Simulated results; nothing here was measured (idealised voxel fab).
Herein follows the process module entitled voxel self aligned vias.
The cross-section shown here is cut; it is 175 nm wide and divided into square cells measuring 5 nm on a side.
This document writes a cross-section as a grid whose cells are square, and gives it as bands, listed from the top down; one or more rows of cells form a band.
Read a band's entry like this: the first values are the height of its top and the height of its bottom in nm, and what follows is the sequence of materials from left to right, each with its width in nm. Note that "air" is empty space, and that a single material marked "edge to edge" reaches across the band from edge to edge.
Heads up on the height convention: 0 is the point under which the incoming wafer is all one material, and the lowest band has no bottom, it just keeps going down, like "0 -> down".
Read "30->40" as a graded width: first number on top, second number at the bottom, same change between each pair of neighbouring rows.
Where the words "nothing got changed" appear for a step, the cross-section shows no cell changed by that step; every cell remained as before.
Empty spaces counting at least 8 cells and having no open way to the top are listed in "Enclosed cavities". The notation width x height at distance is used for each, the distance being from the left edge and all three values in nm.
Where a step's line continues beyond its settings, the continuation is a remark by the simulator itself on that step.
On any step carrying a mask, the "overlay nm" setting, if present on the step's line, tells how far right of its planned place the mask lay; negative values point to the left.

Process steps foreseen in the plan:
| 1 | RECEIVE: material Si |
| 2 | CONFORMAL_DEP: material SiO2, thk nm 10 |
| 3 | CONFORMAL_DEP: material SiCN, thk nm 5 |
| 4 | DIRECTIONAL_DEP: material SiO2, thk nm 25 |
| 5 | MASKED_ETCH: tone open, mask id LINES, width nm 25, pitch nm 55, etch materials SiO2, depth nm 25, overlay nm 0 |
| 6 | CONFORMAL_DEP: material TiN, thk nm 5 |
| 7 | FILL_DEP: material W, thk nm 5 |
| 8 | CMP: height nm 40 |
| 9 | SELECTIVE_ETCH: etch materials W Ru TiN, depth nm 5 |
| 10 | FILL_DEP: material SiN, thk nm 5 |
| 11 | CMP: height nm 40 |
| 12 | DIRECTIONAL_DEP: material SiO2, thk nm 15 |
| 13 | DIRECTIONAL_DEP: material aC, thk nm 10 |
| 14 | PATTERN: tone open, mask id VIAS, material resist, width nm 35, pitch nm 55, thk nm 25, overlay nm 0 |
| 15 | DIRECTIONAL_ETCH: etch materials aC, depth nm 10 |
| 16 | STRIP: etch materials resist |
| 17 | DIRECTIONAL_ETCH: etch materials SiO2, depth nm 15 |
| 18 | DIRECTIONAL_ETCH: etch materials SiN, depth nm 5 |
| 19 | STRIP: etch materials aC |
| 20 | CONFORMAL_DEP: material TiN, thk nm 5 |
| 21 | FILL_DEP: material Ru, thk nm 5 |
| 22 | CMP: height nm 55 |
| 23 | CONFORMAL_DEP: material SiN, thk nm 5 |

First out of two wafers; run went to plan:

Incoming wafer, cross-sectional view, post step 1:
	0 -> down: Si edge to edge
	Enclosed cavities: none

Wafer section view after processing step 2:
	10 -> 0: SiO2 edge to edge
	Beneath the level 0, the cross-section is identical to its previous state.

Wafer section view after processing step 3:
	15 -> 10: SiCN edge to edge
	Beneath the level 10, the cross-section is identical to its previous state.

Wafer section view after processing step 4:
	40 -> 15: SiO2 edge to edge
	Beneath the level 15, the cross-section is identical to its previous state.

Wafer section view after processing step 5:
	40 -> 15: 45 nm SiO2  25 nm air  30 nm SiO2  25 nm air  50 nm SiO2
	Beneath the level 15, the cross-section is identical to its previous state.

Wafer section view after processing step 6:
	45 -> 40: 50 nm TiN  15 nm air  40 nm TiN  15 nm air  55 nm TiN
	40 -> 20: 45 nm SiO2  5 nm TiN  15 nm air  5 nm TiN  30 nm SiO2  5 nm TiN  15 nm air  5 nm TiN  50 nm SiO2
	20 -> 15: 45 nm SiO2  25 nm TiN  30 nm SiO2  25 nm TiN  50 nm SiO2
	Beneath the level 15, the cross-section is identical to its previous state.

Wafer section view after processing step 7:
	50 -> 45: W edge to edge
	45 -> 40: 50 nm TiN  15 nm W  40 nm TiN  15 nm W  55 nm TiN
	40 -> 20: 45 nm SiO2  5 nm TiN  15 nm W  5 nm TiN  30 nm SiO2  5 nm TiN  15 nm W  5 nm TiN  50 nm SiO2
	Beneath the level 20, the cross-section is identical to its previous state.

Wafer section view after processing step 8:
	40 -> 20: 45 nm SiO2  5 nm TiN  15 nm W  5 nm TiN  30 nm SiO2  5 nm TiN  15 nm W  5 nm TiN  50 nm SiO2
	Beneath the level 20, the cross-section is identical to its previous state.

Wafer section view after processing step 9:
	40 -> 35: 45 nm SiO2  25 nm air  30 nm SiO2  25 nm air  50 nm SiO2
	Beneath the level 35, the cross-section is identical to its previous state.

Wafer section view after processing step 10:
	45 -> 40: SiN edge to edge
	40 -> 35: 45 nm SiO2  25 nm SiN  30 nm SiO2  25 nm SiN  50 nm SiO2
	Beneath the level 35, the cross-section is identical to its previous state.

Wafer section view after processing step 11:
	40 -> 35: 45 nm SiO2  25 nm SiN  30 nm SiO2  25 nm SiN  50 nm SiO2
	Beneath the level 35, the cross-section is identical to its previous state.

Wafer section view after processing step 12:
	55 -> 40: SiO2 edge to edge
	Beneath the level 40, the cross-section is identical to its previous state.

Wafer section view after processing step 13:
	65 -> 55: aC edge to edge
	Beneath the level 55, the cross-section is identical to its previous state.

Wafer section view after processing step 14:
	90 -> 65: 40 nm resist  35 nm air  20 nm resist  35 nm air  45 nm resist
	Beneath the level 65, the cross-section is identical to its previous state.

Wafer section view after processing step 15:
	80 -> 65: 40 nm resist  35 nm air  20 nm resist  35 nm air  45 nm resist
	65 -> 55: 40 nm aC  35 nm air  20 nm aC  35 nm air  45 nm aC
	Beneath the level 55, the cross-section is identical to its previous state.

Wafer section view after processing step 16:
	65 -> 55: 40 nm aC  35 nm air  20 nm aC  35 nm air  45 nm aC
	Beneath the level 55, the cross-section is identical to its previous state.

Wafer section view after processing step 17:
	65 -> 55: 40 nm aC  35 nm air  20 nm aC  35 nm air  45 nm aC
	55 -> 40: 40 nm SiO2  35 nm air  20 nm SiO2  35 nm air  45 nm SiO2
	Beneath the level 40, the cross-section is identical to its previous state.

Wafer section view after processing step 18:
	65 -> 55: 40 nm aC  35 nm air  20 nm aC  35 nm air  45 nm aC
	55 -> 40: 40 nm SiO2  35 nm air  20 nm SiO2  35 nm air  45 nm SiO2
	40 -> 35: 45 nm SiO2  25 nm air  30 nm SiO2  25 nm air  50 nm SiO2
	Beneath the level 35, the cross-section is identical to its previous state.

Wafer section view after processing step 19:
	55 -> 40: 40 nm SiO2  35 nm air  20 nm SiO2  35 nm air  45 nm SiO2
	Beneath the level 40, the cross-section is identical to its previous state.

Wafer section view after processing step 20:
	60 -> 55: 45 nm TiN  25 nm air  30 nm TiN  25 nm air  50 nm TiN
	55 -> 45: 40 nm SiO2  5 nm TiN  25 nm air  5 nm TiN  20 nm SiO2  5 nm TiN  25 nm air  5 nm TiN  45 nm SiO2
	45 -> 40: 40 nm SiO2  10 nm TiN  15 nm air  10 nm TiN  20 nm SiO2  10 nm TiN  15 nm air  10 nm TiN  45 nm SiO2
	40 -> 35: 45 nm SiO2  25 nm TiN  30 nm SiO2  25 nm TiN  50 nm SiO2
	Beneath the level 35, the cross-section is identical to its previous state.

Wafer section view after processing step 21:
	65 -> 60: Ru edge to edge
	60 -> 55: 45 nm TiN  25 nm Ru  30 nm TiN  25 nm Ru  50 nm TiN
	55 -> 45: 40 nm SiO2  5 nm TiN  25 nm Ru  5 nm TiN  20 nm SiO2  5 nm TiN  25 nm Ru  5 nm TiN  45 nm SiO2
	45 -> 40: 40 nm SiO2  10 nm TiN  15 nm Ru  10 nm TiN  20 nm SiO2  10 nm TiN  15 nm Ru  10 nm TiN  45 nm SiO2
	Beneath the level 40, the cross-section is identical to its previous state.

Wafer section view after processing step 22:
	55 -> 45: 40 nm SiO2  5 nm TiN  25 nm Ru  5 nm TiN  20 nm SiO2  5 nm TiN  25 nm Ru  5 nm TiN  45 nm SiO2
	Beneath the level 45, the cross-section is identical to its previous state.

Wafer section view after processing step 23:
	60 -> 55: SiN edge to edge
	Beneath the level 55, the cross-section is identical to its previous state.

Companion wafer, the second of two: same beginning, same intended sequence, one mistake in carrying it out; through step 4 inclusive it tracks the first exactly:

Planned end of step 5: second wafer, cross-section:
	40 -> 15: 50 nm SiO2  15 nm air  40 nm SiO2  15 nm air  55 nm SiO2
	Beneath the level 15, the cross-section is identical to its previous state.

Planned end of step 6: second wafer, cross-section:
	45 -> 40: 55 nm TiN  5 nm air  50 nm TiN  5 nm air  60 nm TiN
	40 -> 20: 50 nm SiO2  5 nm TiN  5 nm air  5 nm TiN  40 nm SiO2  5 nm TiN  5 nm air  5 nm TiN  55 nm SiO2
	20 -> 15: 50 nm SiO2  15 nm TiN  40 nm SiO2  15 nm TiN  55 nm SiO2
	Beneath the level 15, the cross-section is identical to its previous state.

Planned end of step 7: second wafer, cross-section:
	50 -> 45: W edge to edge
	45 -> 40: 55 nm TiN  5 nm W  50 nm TiN  5 nm W  60 nm TiN
	40 -> 20: 50 nm SiO2  5 nm TiN  5 nm W  5 nm TiN  40 nm SiO2  5 nm TiN  5 nm W  5 nm TiN  55 nm SiO2
	Beneath the level 20, the cross-section is identical to its previous state.

Planned end of step 8: second wafer, cross-section:
	40 -> 20: 50 nm SiO2  5 nm TiN  5 nm W  5 nm TiN  40 nm SiO2  5 nm TiN  5 nm W  5 nm TiN  55 nm SiO2
	Beneath the level 20, the cross-section is identical to its previous state.

Planned end of step 9: second wafer, cross-section:
	40 -> 35: 50 nm SiO2  15 nm air  40 nm SiO2  15 nm air  55 nm SiO2
	Beneath the level 35, the cross-section is identical to its previous state.

Planned end of step 10: second wafer, cross-section:
	45 -> 40: SiN edge to edge
	40 -> 35: 50 nm SiO2  15 nm SiN  40 nm SiO2  15 nm SiN  55 nm SiO2
	Beneath the level 35, the cross-section is identical to its previous state.

Planned end of step 11: second wafer, cross-section:
	40 -> 35: 50 nm SiO2  15 nm SiN  40 nm SiO2  15 nm SiN  55 nm SiO2
	Beneath the level 35, the cross-section is identical to its previous state.

Planned end of step 12: second wafer, cross-section:
	55 -> 40: SiO2 edge to edge
	Beneath the level 40, the cross-section is identical to its previous state.

Planned end of step 13: second wafer, cross-section:
	65 -> 55: aC edge to edge
	Beneath the level 55, the cross-section is identical to its previous state.

Planned end of step 14: second wafer, cross-section:
	90 -> 65: 40 nm resist  35 nm air  20 nm resist  35 nm air  45 nm resist
	Beneath the level 65, the cross-section is identical to its previous state.

Planned end of step 15: second wafer, cross-section:
	80 -> 65: 40 nm resist  35 nm air  20 nm resist  35 nm air  45 nm resist
	65 -> 55: 40 nm aC  35 nm air  20 nm aC  35 nm air  45 nm aC
	Beneath the level 55, the cross-section is identical to its previous state.

Planned end of step 16: second wafer, cross-section:
	65 -> 55: 40 nm aC  35 nm air  20 nm aC  35 nm air  45 nm aC
	Beneath the level 55, the cross-section is identical to its previous state.

Planned end of step 17: second wafer, cross-section:
	65 -> 55: 40 nm aC  35 nm air  20 nm aC  35 nm air  45 nm aC
	55 -> 40: 40 nm SiO2  35 nm air  20 nm SiO2  35 nm air  45 nm SiO2
	Beneath the level 40, the cross-section is identical to its previous state.

Planned end of step 18: second wafer, cross-section:
	65 -> 55: 40 nm aC  35 nm air  20 nm aC  35 nm air  45 nm aC
	55 -> 40: 40 nm SiO2  35 nm air  20 nm SiO2  35 nm air  45 nm SiO2
	40 -> 35: 50 nm SiO2  15 nm air  40 nm SiO2  15 nm air  55 nm SiO2
	Beneath the level 35, the cross-section is identical to its previous state.

Planned end of step 19: second wafer, cross-section:
	55 -> 40: 40 nm SiO2  35 nm air  20 nm SiO2  35 nm air  45 nm SiO2
	Beneath the level 40, the cross-section is identical to its previous state.

Planned end of step 20: second wafer, cross-section:
	60 -> 55: 45 nm TiN  25 nm air  30 nm TiN  25 nm air  50 nm TiN
	55 -> 45: 40 nm SiO2  5 nm TiN  25 nm air  5 nm TiN  20 nm SiO2  5 nm TiN  25 nm air  5 nm TiN  45 nm SiO2
	45 -> 40: 40 nm SiO2  15 nm TiN  5 nm air  15 nm TiN  20 nm SiO2  15 nm TiN  5 nm air  15 nm TiN  45 nm SiO2
	40 -> 35: 50 nm SiO2  15 nm TiN  40 nm SiO2  15 nm TiN  55 nm SiO2
	Beneath the level 35, the cross-section is identical to its previous state.

Planned end of step 21: second wafer, cross-section:
	65 -> 60: Ru edge to edge
	60 -> 55: 45 nm TiN  25 nm Ru  30 nm TiN  25 nm Ru  50 nm TiN
	55 -> 45: 40 nm SiO2  5 nm TiN  25 nm Ru  5 nm TiN  20 nm SiO2  5 nm TiN  25 nm Ru  5 nm TiN  45 nm SiO2
	45 -> 40: 40 nm SiO2  15 nm TiN  5 nm Ru  15 nm TiN  20 nm SiO2  15 nm TiN  5 nm Ru  15 nm TiN  45 nm SiO2
	Beneath the level 40, the cross-section is identical to its previous state.

Planned end of step 22: second wafer, cross-section:
	55 -> 45: 40 nm SiO2  5 nm TiN  25 nm Ru  5 nm TiN  20 nm SiO2  5 nm TiN  25 nm Ru  5 nm TiN  45 nm SiO2
	Beneath the level 45, the cross-section is identical to its previous state.

Planned end of step 23: second wafer, cross-section:
	60 -> 55: SiN edge to edge
	Beneath the level 55, the cross-section is identical to its previous state.
what went wrong: step 5 ran differently from the plan; actual operation with settings: MASKED_ETCH: tone open, mask id LINES, width nm 15, pitch nm 55, etch materials SiO2, depth nm 25, overlay nm 0
Heads up, by the end the second wafer has more or fewer cells of some materials compared to the first: -4 Ru | +20 SiO2 | -4 TiN | -12 W
